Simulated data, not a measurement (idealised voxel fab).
process module | voxel lift off
cross-section cut | 295 nm wide | cells 5 nm
A cross-section is a grid of square cells, given in bands from the top down. A band is one or more rows of cells.
Each band's line starts with the height of the band's top and of its bottom, in nm. Then come its materials from left to right, each with its width in nm. One material with "throughout" fills the band from edge to edge. "air" is empty space.
Height 0 is the level under which the wafer as received is all one material. The lowest band goes on downwards, as in "0 down".
A width such as "30 to 40" changes by the same amount from each row of cells to the next, from the band's top row to its bottom row.
"no change" after a step means that no cell of the cross-section changed.
closed voids: empty space of 8 cells or more with no open way to the top, each as width x height at its distance from the left edge, in nm
after a step's settings: what the simulator itself notes on the step
overlay nm, on a step with a mask: how far to the right of its planned place the mask lay; to the left if negative
plan
1 op RECEIVE | material Si
2 op CONFORMAL_DEP | material Al2O3 | thk nm 15
3 op PATTERN | tone open | mask id LINES | material resist | width nm 30 | pitch nm 55 | thk nm 15 | overlay nm 0
4 op DIRECTIONAL_DEP | material Ru | thk nm 5
5 op STRIP | etch materials resist
6 op CONFORMAL_DEP | material SiO2 | thk nm 10
as received, after step 1
  0 down: Si throughout
  closed voids: none
first wafer at the end, as planned
  30 to 25: air 65 | SiO2 50 | air 5 | SiO2 50 | air 5 | SiO2 50 | air 70
  25 to 20: SiO2 throughout
  20 to 15: SiO2 75 | Ru 30 | SiO2 25 | Ru 30 | SiO2 25 | Ru 30 | SiO2 80
  15 to 0: Al2O3 throughout
  0 down: Si throughout
  closed voids: none
second wafer at the end: like start, like plan, one mistake
  30 to 25: air 65 | Al2O3 50 | air 5 | Al2O3 50 | air 5 | Al2O3 50 | air 70
  25 to 20: Al2O3 throughout
  20 to 15: Al2O3 75 | Ru 30 | Al2O3 25 | Ru 30 | Al2O3 25 | Ru 30 | Al2O3 80
  15 to 0: Al2O3 throughout
  0 down: Si throughout
  closed voids: none
what went wrong: step 6 ran as: op CONFORMAL_DEP | material Al2O3 | thk nm 10
at the end the second wafer has, in cells: 130 more of Al2O3 | 130 fewer of SiO2
